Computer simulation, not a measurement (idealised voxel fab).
Documented hereafter: the process module known as voxel spacer lines.
Xsec cut, 155 nm wide, square cell size 5 nm.
We lay out every cross-section as a grid of square cells and spell it out in bands from the top down, where one band means one or more rows of cells. The band entry comprises the height of the band's top followed by the height of its bottom, expressed in nm, and subsequently the band's materials from left to right, each stated together with its width in nm. Where a single material is marked with the word "everywhere", that material fills the band from edge to edge. The word "air" represents empty space. Basically, 0 is our baseline, since under it the wafer straight out of the box is all one material. The bottom band has no lower end and keeps on going down, so it looks like "0 nm and below". Think of "30->40" as a width that walks from the first number to the second as you go down the band, top row to bottom row, taking equal-sized steps from row to row. Reading "no change" for a step: not a cell of the cross-section changed in it. For the entry "Enclosed cavities", the listed items are empty spaces with no open way to the top whose size is 8 cells or more; each item follows the pattern width x height at distance, where distance is from the left edge and all three are in nm. Note: text after step settings on the step line = simulator remark on that step. overlay nm: right-of-plan distance of the mask on a masked step; negative values mean left-of-plan.
Process steps foreseen in the plan
1 RECEIVE: material Si
2 CONFORMAL_DEP: material Al2O3, thk nm 5
3 DIRECTIONAL_DEP: material W, thk nm 20
4 DIRECTIONAL_DEP: material polySi, thk nm 25
5 PATTERN: tone cover, mask id MANDREL, material resist, width nm 15, pitch nm 50, thk nm 30, overlay nm 0
6 DIRECTIONAL_ETCH: etch materials polySi, depth nm 25
7 STRIP: etch materials resist
8 CONFORMAL_DEP: material SiO2, thk nm 10
9 DIRECTIONAL_ETCH: etch materials SiO2, depth nm 10
10 STRIP: etch materials polySi
11 DIRECTIONAL_ETCH: etch materials W, depth nm 20
12 STRIP: etch materials SiO2
13 FILL_DEP: material SiO2, thk nm 5
14 CMP: height nm 25
First wafer of two (run as planned)
Shown in cross-section is the wafer as received, that is, as it stands after step 1
- 0 nm and below = Si everywhere
- Enclosed cavities: none
Sectional view: wafer, after step 2
- 5 nm to 0 nm = Al2O3 everywhere
- Everything below 0 is unchanged.
Sectional view: wafer, after step 3
- 25 nm to 5 nm = W everywhere
- Everything below 5 is unchanged.
Sectional view: wafer, after step 4
- 50 nm to 25 nm = polySi everywhere
- Everything below 25 is unchanged.
Sectional view: wafer, after step 5
- 80 nm to 50 nm = air 20 nm  resist 15 nm  air 35 nm  resist 15 nm  air 35 nm  resist 15 nm  air 20 nm
- Everything below 50 is unchanged.
Sectional view: wafer, after step 6
- 80 nm to 50 nm = air 20 nm  resist 15 nm  air 35 nm  resist 15 nm  air 35 nm  resist 15 nm  air 20 nm
- 50 nm to 25 nm = air 20 nm  polySi 15 nm  air 35 nm  polySi 15 nm  air 35 nm  polySi 15 nm  air 20 nm
- Everything below 25 is unchanged.
Sectional view: wafer, after step 7
- 50 nm to 25 nm = air 20 nm  polySi 15 nm  air 35 nm  polySi 15 nm  air 35 nm  polySi 15 nm  air 20 nm
- Everything below 25 is unchanged.
Sectional view: wafer, after step 8
- 60 nm to 50 nm = air 10 nm  SiO2 35 nm  air 15 nm  SiO2 35 nm  air 15 nm  SiO2 35 nm  air 10 nm
- 50 nm to 35 nm = air 10 nm  SiO2 10 nm  polySi 15 nm  SiO2 10 nm  air 15 nm  SiO2 10 nm  polySi 15 nm  SiO2 10 nm  air 15 nm  SiO2 10 nm  polySi 15 nm  SiO2 10 nm  air 10 nm
- 35 nm to 25 nm = SiO2 20 nm  polySi 15 nm  SiO2 35 nm  polySi 15 nm  SiO2 35 nm  polySi 15 nm  SiO2 20 nm
- Everything below 25 is unchanged.
Sectional view: wafer, after step 9
- 50 nm to 25 nm = air 10 nm  SiO2 10 nm  polySi 15 nm  SiO2 10 nm  air 15 nm  SiO2 10 nm  polySi 15 nm  SiO2 10 nm  air 15 nm  SiO2 10 nm  polySi 15 nm  SiO2 10 nm  air 10 nm
- Everything below 25 is unchanged.
Sectional view: wafer, after step 10
- 50 nm to 25 nm = air 10 nm  SiO2 10 nm  air 15 nm  SiO2 10 nm  air 15 nm  SiO2 10 nm  air 15 nm  SiO2 10 nm  air 15 nm  SiO2 10 nm  air 15 nm  SiO2 10 nm  air 10 nm
- Everything below 25 is unchanged.
Sectional view: wafer, after step 11
- 50 nm to 25 nm = air 10 nm  SiO2 10 nm  air 15 nm  SiO2 10 nm  air 15 nm  SiO2 10 nm  air 15 nm  SiO2 10 nm  air 15 nm  SiO2 10 nm  air 15 nm  SiO2 10 nm  air 10 nm
- 25 nm to 5 nm = air 10 nm  W 10 nm  air 15 nm  W 10 nm  air 15 nm  W 10 nm  air 15 nm  W 10 nm  air 15 nm  W 10 nm  air 15 nm  W 10 nm  air 10 nm
- Everything below 5 is unchanged.
Sectional view: wafer, after step 12
- 25 nm to 5 nm = air 10 nm  W 10 nm  air 15 nm  W 10 nm  air 15 nm  W 10 nm  air 15 nm  W 10 nm  air 15 nm  W 10 nm  air 15 nm  W 10 nm  air 10 nm
- Everything below 5 is unchanged.
Sectional view: wafer, after step 13
- 30 nm to 25 nm = SiO2 everywhere
- 25 nm to 5 nm = SiO2 10 nm  W 10 nm  SiO2 15 nm  W 10 nm  SiO2 15 nm  W 10 nm  SiO2 15 nm  W 10 nm  SiO2 15 nm  W 10 nm  SiO2 15 nm  W 10 nm  SiO2 10 nm
- Everything below 5 is unchanged.
Sectional view: wafer, after step 14
- 25 nm to 5 nm = SiO2 10 nm  W 10 nm  SiO2 15 nm  W 10 nm  SiO2 15 nm  W 10 nm  SiO2 15 nm  W 10 nm  SiO2 15 nm  W 10 nm  SiO2 15 nm  W 10 nm  SiO2 10 nm
- Everything below 5 is unchanged.
Second wafer. Start and plan as for the first. One mistake made in running. Agrees with the first up to and including step 4
X-section, second wafer, when step 5 was due to finish
- 80 nm to 50 nm = air 25 nm  resist 15 nm  air 35 nm  resist 15 nm  air 35 nm  resist 15 nm  air 15 nm
- Everything below 50 is unchanged.
X-section, second wafer, when step 6 was due to finish
- 80 nm to 50 nm = air 25 nm  resist 15 nm  air 35 nm  resist 15 nm  air 35 nm  resist 15 nm  air 15 nm
- 50 nm to 25 nm = air 25 nm  polySi 15 nm  air 35 nm  polySi 15 nm  air 35 nm  polySi 15 nm  air 15 nm
- Everything below 25 is unchanged.
X-section, second wafer, when step 7 was due to finish
- 50 nm to 25 nm = air 25 nm  polySi 15 nm  air 35 nm  polySi 15 nm  air 35 nm  polySi 15 nm  air 15 nm
- Everything below 25 is unchanged.
X-section, second wafer, when step 8 was due to finish
- 60 nm to 50 nm = air 15 nm  SiO2 35 nm  air 15 nm  SiO2 35 nm  air 15 nm  SiO2 35 nm  air 5 nm
- 50 nm to 35 nm = air 15 nm  SiO2 10 nm  polySi 15 nm  SiO2 10 nm  air 15 nm  SiO2 10 nm  polySi 15 nm  SiO2 10 nm  air 15 nm  SiO2 10 nm  polySi 15 nm  SiO2 10 nm  air 5 nm
- 35 nm to 25 nm = SiO2 25 nm  polySi 15 nm  SiO2 35 nm  polySi 15 nm  SiO2 35 nm  polySi 15 nm  SiO2 15 nm
- Everything below 25 is unchanged.
X-section, second wafer, when step 9 was due to finish
- 50 nm to 25 nm = air 15 nm  SiO2 10 nm  polySi 15 nm  SiO2 10 nm  air 15 nm  SiO2 10 nm  polySi 15 nm  SiO2 10 nm  air 15 nm  SiO2 10 nm  polySi 15 nm  SiO2 10 nm  air 5 nm
- Everything below 25 is unchanged.
X-section, second wafer, when step 10 was due to finish
- 50 nm to 25 nm = air 15 nm  SiO2 10 nm  air 15 nm  SiO2 10 nm  air 15 nm  SiO2 10 nm  air 15 nm  SiO2 10 nm  air 15 nm  SiO2 10 nm  air 15 nm  SiO2 10 nm  air 5 nm
- Everything below 25 is unchanged.
X-section, second wafer, when step 11 was due to finish
- 50 nm to 25 nm = air 15 nm  SiO2 10 nm  air 15 nm  SiO2 10 nm  air 15 nm  SiO2 10 nm  air 15 nm  SiO2 10 nm  air 15 nm  SiO2 10 nm  air 15 nm  SiO2 10 nm  air 5 nm
- 25 nm to 5 nm = air 15 nm  W 10 nm  air 15 nm  W 10 nm  air 15 nm  W 10 nm  air 15 nm  W 10 nm  air 15 nm  W 10 nm  air 15 nm  W 10 nm  air 5 nm
- Everything below 5 is unchanged.
X-section, second wafer, when step 12 was due to finish
- 25 nm to 5 nm = air 15 nm  W 10 nm  air 15 nm  W 10 nm  air 15 nm  W 10 nm  air 15 nm  W 10 nm  air 15 nm  W 10 nm  air 15 nm  W 10 nm  air 5 nm
- Everything below 5 is unchanged.
X-section, second wafer, when step 13 was due to finish
- 30 nm to 25 nm = SiO2 everywhere
- 25 nm to 5 nm = SiO2 15 nm  W 10 nm  SiO2 15 nm  W 10 nm  SiO2 15 nm  W 10 nm  SiO2 15 nm  W 10 nm  SiO2 15 nm  W 10 nm  SiO2 15 nm  W 10 nm  SiO2 5 nm
- Everything below 5 is unchanged.
X-section, second wafer, when step 14 was due to finish
- 25 nm to 5 nm = SiO2 15 nm  W 10 nm  SiO2 15 nm  W 10 nm  SiO2 15 nm  W 10 nm  SiO2 15 nm  W 10 nm  SiO2 15 nm  W 10 nm  SiO2 15 nm  W 10 nm  SiO2 5 nm
- Everything below 5 is unchanged.
Short version of what went wrong: step 5 was processed under conditions differing from the plan, specifically as PATTERN: tone cover, mask id MANDREL, material resist, width nm 15, pitch nm 50, thk nm 30, overlay nm 5
When the process is done, the second wafer contains the same cell count of every material as the first wafer, but distributed over other locations.
